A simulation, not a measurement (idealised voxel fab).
process module | voxel self aligned contacts
cross-section cut | 270 nm wide | cells 5 nm
A cross-section is a grid of square cells, given in bands from the top down. A band is one or more rows of cells.
Each band's line starts with the height of the band's top and of its bottom, in nm. Then come its materials from left to right, each with its width in nm. One material with "throughout" fills the band from edge to edge. "air" is empty space.
Height 0 is the level under which the wafer as received is all one material. The lowest band goes on downwards, as in "0 down".
A width such as "30 to 40" changes by the same amount from each row of cells to the next, from the band's top row to its bottom row.
"no change" after a step means that no cell of the cross-section changed.
closed voids: empty space of 8 cells or more with no open way to the top, each as width x height at its distance from the left edge, in nm
after a step's settings: what the simulator itself notes on the step
overlay nm, on a step with a mask: how far to the right of its planned place the mask lay; to the left if negative
plan
1 op RECEIVE | material Si
2 op OXIDIZE | depth nm 5
3 op DIRECTIONAL_DEP | material polySi | thk nm 25
4 op DIRECTIONAL_DEP | material SiN | thk nm 25
5 op DIRECTIONAL_DEP | material aC | thk nm 15
6 op PATTERN | tone cover | mask id GATE | material resist | width nm 35 | pitch nm 80 | thk nm 30 | overlay nm 0
7 op DIRECTIONAL_ETCH | etch materials aC | depth nm 15
8 op STRIP | etch materials resist
9 op DIRECTIONAL_ETCH | etch materials SiN | depth nm 25
10 op DIRECTIONAL_ETCH | etch materials polySi | depth nm 25
11 op STRIP | etch materials aC
12 op CONFORMAL_DEP | material SiN | thk nm 10
13 op DIRECTIONAL_ETCH | etch materials SiN | depth nm 10
14 op FILL_DEP | material SiO2 | thk nm 15
15 op CMP | height nm 60
16 op DIRECTIONAL_DEP | material aC | thk nm 10
17 op PATTERN | tone open | mask id CONTACT | material resist | width nm 65 | thk nm 25 | overlay nm 0
18 op DIRECTIONAL_ETCH | etch materials aC | depth nm 10
19 op STRIP | etch materials resist
20 op DIRECTIONAL_ETCH | etch materials SiO2 | depth nm 65
21 op STRIP | etch materials aC
22 op CONFORMAL_DEP | material TiN | thk nm 5
23 op FILL_DEP | material Ru | thk nm 10
24 op CMP | height nm 60
25 op CONFORMAL_DEP | material SiN | thk nm 5
as received, after step 1
  0 down: Si throughout
  closed voids: none
first wafer at the end, as planned
  65 to 60: SiN throughout
  60 to 50: SiO2 100 | TiN 5 to 25 | Ru 55 to 15 | TiN 5 to 25 | SiO2 105
  50 to 25: SiO2 65 | SiN 55 | TiN 5 | Ru 15 | TiN 5 | SiN 55 | SiO2 70
  25 to 0: SiO2 65 | SiN 10 | polySi 35 | SiN 10 | TiN 5 | Ru 15 | TiN 5 | SiN 10 | polySi 35 | SiN 10 | SiO2 70
  0 to -5: SiO2 120 | TiN 25 | SiO2 125
  -5 down: Si throughout
  closed voids: none
second wafer at the end: like start, like plan, one mistake
  65 to 60: SiN throughout
  60 to 50: SiO2 100 | TiN 5 to 30 | Ru 55 to 10 | TiN 5 to 25 | SiO2 105
  50 to 25: SiO2 65 | SiN 60 | TiN 5 | Ru 10 | TiN 5 | SiN 60 | SiO2 65
  25 to 0: SiO2 65 | SiN 10 | polySi 40 | SiN 10 | TiN 5 | Ru 10 | TiN 5 | SiN 10 | polySi 40 | SiN 10 | SiO2 65
  0 to -5: SiO2 125 | TiN 20 | SiO2 125
  -5 down: Si throughout
  closed voids: none
what went wrong: step 6 ran as: op PATTERN | tone cover | mask id GATE | material resist | width nm 40 | pitch nm 80 | thk nm 30 | overlay nm 0
at the end the second wafer has, in cells: 11 fewer of Ru | 10 more of SiN | 9 fewer of SiO2 | 10 more of polySi
